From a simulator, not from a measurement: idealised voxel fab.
process module | voxel self aligned vias
cross-section cut | 145 nm wide | cells 5 nm
A cross-section is a grid of square cells, given in bands from the top down. A band is one or more rows of cells.
Each band's line starts with the height of the band's top and of its bottom, in nm. Then come its materials from left to right, each with its width in nm. One material with "throughout" fills the band from edge to edge. "air" is empty space.
Height 0 is the level under which the wafer as received is all one material. The lowest band goes on downwards, as in "0 down".
A width such as "30 to 40" changes by the same amount from each row of cells to the next, from the band's top row to its bottom row.
"no change" after a step means that no cell of the cross-section changed.
closed voids: empty space of 8 cells or more with no open way to the top, each as width x height at its distance from the left edge, in nm
after a step's settings: what the simulator itself notes on the step
overlay nm, on a step with a mask: how far to the right of its planned place the mask lay; to the left if negative
plan
1 op RECEIVE | material Si
2 op CONFORMAL_DEP | material SiO2 | thk nm 15
3 op CONFORMAL_DEP | material SiCN | thk nm 5
4 op DIRECTIONAL_DEP | material SiO2 | thk nm 25
5 op DIRECTIONAL_DEP | material aC | thk nm 15
6 op PATTERN | tone open | mask id LINES | material resist | width nm 30 | pitch nm 60 | thk nm 35 | overlay nm 0
7 op DIRECTIONAL_ETCH | etch materials aC | depth nm 15
8 op STRIP | etch materials resist
9 op DIRECTIONAL_ETCH | etch materials SiO2 | depth nm 25
10 op STRIP | etch materials aC
11 op CONFORMAL_DEP | material TiN | thk nm 5
12 op FILL_DEP | material Ru | thk nm 5
13 op CMP | height nm 45
14 op SELECTIVE_ETCH | etch materials W Ru TiN | depth nm 5
15 op FILL_DEP | material SiN | thk nm 5
16 op CMP | height nm 45
17 op DIRECTIONAL_DEP | material SiO2 | thk nm 15
18 op MASKED_ETCH | tone open | mask id VIAS | width nm 40 | etch materials SiO2 | depth nm 15 | overlay nm 0
19 op MASKED_ETCH | tone open | mask id VIAS | width nm 40 | etch materials SiN | depth nm 5 | overlay nm 0
20 op CONFORMAL_DEP | material TiN | thk nm 5
21 op FILL_DEP | material Cu | thk nm 5
22 op CMP | height nm 60
23 op CONFORMAL_DEP | material SiN | thk nm 5
first wafer, as planned
as received, after step 1
  0 down: Si throughout
  closed voids: none
after step 2
  15 to 0: SiO2 throughout
  below 0: unchanged
after step 3
  20 to 15: SiCN throughout
  below 15: unchanged
after step 4
  45 to 20: SiO2 throughout
  below 20: unchanged
after step 5
  60 to 45: aC throughout
  below 45: unchanged
after step 6
  95 to 60: resist 25 | air 30 | resist 30 | air 30 | resist 30
  below 60: unchanged
after step 7
  80 to 60: resist 25 | air 30 | resist 30 | air 30 | resist 30
  60 to 45: aC 25 | air 30 | aC 30 | air 30 | aC 30
  below 45: unchanged
after step 8
  60 to 45: aC 25 | air 30 | aC 30 | air 30 | aC 30
  below 45: unchanged
after step 9
  60 to 45: aC 25 | air 30 | aC 30 | air 30 | aC 30
  45 to 20: SiO2 25 | air 30 | SiO2 30 | air 30 | SiO2 30
  below 20: unchanged
after step 10
  45 to 20: SiO2 25 | air 30 | SiO2 30 | air 30 | SiO2 30
  below 20: unchanged
after step 11
  50 to 45: TiN 30 | air 20 | TiN 40 | air 20 | TiN 35
  45 to 25: SiO2 25 | TiN 5 | air 20 | TiN 5 | SiO2 30 | TiN 5 | air 20 | TiN 5 | SiO2 30
  25 to 20: SiO2 25 | TiN 30 | SiO2 30 | TiN 30 | SiO2 30
  below 20: unchanged
after step 12
  55 to 50: Ru throughout
  50 to 45: TiN 30 | Ru 20 | TiN 40 | Ru 20 | TiN 35
  45 to 25: SiO2 25 | TiN 5 | Ru 20 | TiN 5 | SiO2 30 | TiN 5 | Ru 20 | TiN 5 | SiO2 30
  below 25: unchanged
after step 13
  45 to 25: SiO2 25 | TiN 5 | Ru 20 | TiN 5 | SiO2 30 | TiN 5 | Ru 20 | TiN 5 | SiO2 30
  below 25: unchanged
after step 14
  45 to 40: SiO2 25 | air 30 | SiO2 30 | air 30 | SiO2 30
  below 40: unchanged
after step 15
  50 to 45: SiN throughout
  45 to 40: SiO2 25 | SiN 30 | SiO2 30 | SiN 30 | SiO2 30
  below 40: unchanged
after step 16
  45 to 40: SiO2 25 | SiN 30 | SiO2 30 | SiN 30 | SiO2 30
  below 40: unchanged
after step 17
  60 to 45: SiO2 throughout
  below 45: unchanged
after step 18
  60 to 45: SiO2 20 | air 40 | SiO2 85
  below 45: unchanged
after step 19
  60 to 45: SiO2 20 | air 40 | SiO2 85
  45 to 40: SiO2 25 | air 30 | SiO2 30 | SiN 30 | SiO2 30
  below 40: unchanged
after step 20
  65 to 60: TiN 25 | air 30 | TiN 90
  60 to 50: SiO2 20 | TiN 5 | air 30 | TiN 5 | SiO2 85
  50 to 45: SiO2 20 | TiN 10 | air 20 | TiN 10 | SiO2 85
  45 to 40: SiO2 25 | TiN 30 | SiO2 30 | SiN 30 | SiO2 30
  below 40: unchanged
after step 21
  70 to 65: Cu throughout
  65 to 60: TiN 25 | Cu 30 | TiN 90
  60 to 50: SiO2 20 | TiN 5 | Cu 30 | TiN 5 | SiO2 85
  50 to 45: SiO2 20 | TiN 10 | Cu 20 | TiN 10 | SiO2 85
  below 45: unchanged
after step 22
  60 to 50: SiO2 20 | TiN 5 | Cu 30 | TiN 5 | SiO2 85
  below 50: unchanged
after step 23
  65 to 60: SiN throughout
  below 60: unchanged
second wafer: like start, like plan, one mistake. Through step 2 it matches the first wafer
when step 3 should have ended: no change
when step 4 should have ended
  40 to 0: SiO2 throughout
  below 0: unchanged
when step 5 should have ended
  55 to 40: aC throughout
  below 40: unchanged
when step 6 should have ended
  90 to 55: resist 25 | air 30 | resist 30 | air 30 | resist 30
  below 55: unchanged
when step 7 should have ended
  75 to 55: resist 25 | air 30 | resist 30 | air 30 | resist 30
  55 to 40: aC 25 | air 30 | aC 30 | air 30 | aC 30
  below 40: unchanged
when step 8 should have ended
  55 to 40: aC 25 | air 30 | aC 30 | air 30 | aC 30
  below 40: unchanged
when step 9 should have ended
  55 to 40: aC 25 | air 30 | aC 30 | air 30 | aC 30
  40 to 15: SiO2 25 | air 30 | SiO2 30 | air 30 | SiO2 30
  below 15: unchanged
when step 10 should have ended
  40 to 15: SiO2 25 | air 30 | SiO2 30 | air 30 | SiO2 30
  below 15: unchanged
when step 11 should have ended
  45 to 40: TiN 30 | air 20 | TiN 40 | air 20 | TiN 35
  40 to 20: SiO2 25 | TiN 5 | air 20 | TiN 5 | SiO2 30 | TiN 5 | air 20 | TiN 5 | SiO2 30
  20 to 15: SiO2 25 | TiN 30 | SiO2 30 | TiN 30 | SiO2 30
  below 15: unchanged
when step 12 should have ended
  50 to 45: Ru throughout
  45 to 40: TiN 30 | Ru 20 | TiN 40 | Ru 20 | TiN 35
  40 to 20: SiO2 25 | TiN 5 | Ru 20 | TiN 5 | SiO2 30 | TiN 5 | Ru 20 | TiN 5 | SiO2 30
  below 20: unchanged
when step 13 should have ended
  45 to 40: TiN 30 | Ru 20 | TiN 40 | Ru 20 | TiN 35
  below 40: unchanged
when step 14 should have ended
  40 to 20: SiO2 25 | TiN 5 | Ru 20 | TiN 5 | SiO2 30 | TiN 5 | Ru 20 | TiN 5 | SiO2 30
  below 20: unchanged
when step 15 should have ended
  45 to 40: SiN throughout
  below 40: unchanged
when step 16 should have ended: no change
when step 17 should have ended
  60 to 45: SiO2 throughout
  below 45: unchanged
when step 18 should have ended
  60 to 45: SiO2 20 | air 40 | SiO2 85
  below 45: unchanged
when step 19 should have ended
  60 to 45: SiO2 20 | air 40 | SiO2 85
  45 to 40: SiN 20 | air 40 | SiN 85
  below 40: unchanged
when step 20 should have ended
  65 to 60: TiN 25 | air 30 | TiN 90
  60 to 45: SiO2 20 | TiN 5 | air 30 | TiN 5 | SiO2 85
  45 to 40: SiN 20 | TiN 40 | SiN 85
  below 40: unchanged
when step 21 should have ended
  70 to 65: Cu throughout
  65 to 60: TiN 25 | Cu 30 | TiN 90
  60 to 45: SiO2 20 | TiN 5 | Cu 30 | TiN 5 | SiO2 85
  below 45: unchanged
when step 22 should have ended
  60 to 45: SiO2 20 | TiN 5 | Cu 30 | TiN 5 | SiO2 85
  below 45: unchanged
when step 23 should have ended
  65 to 60: SiN throughout
  below 60: unchanged
what went wrong: step 3 was left out
at the end the second wafer has, in cells: 2 more of Cu | 8 more of Ru | 29 fewer of SiCN | 15 more of SiN | 4 more of TiN
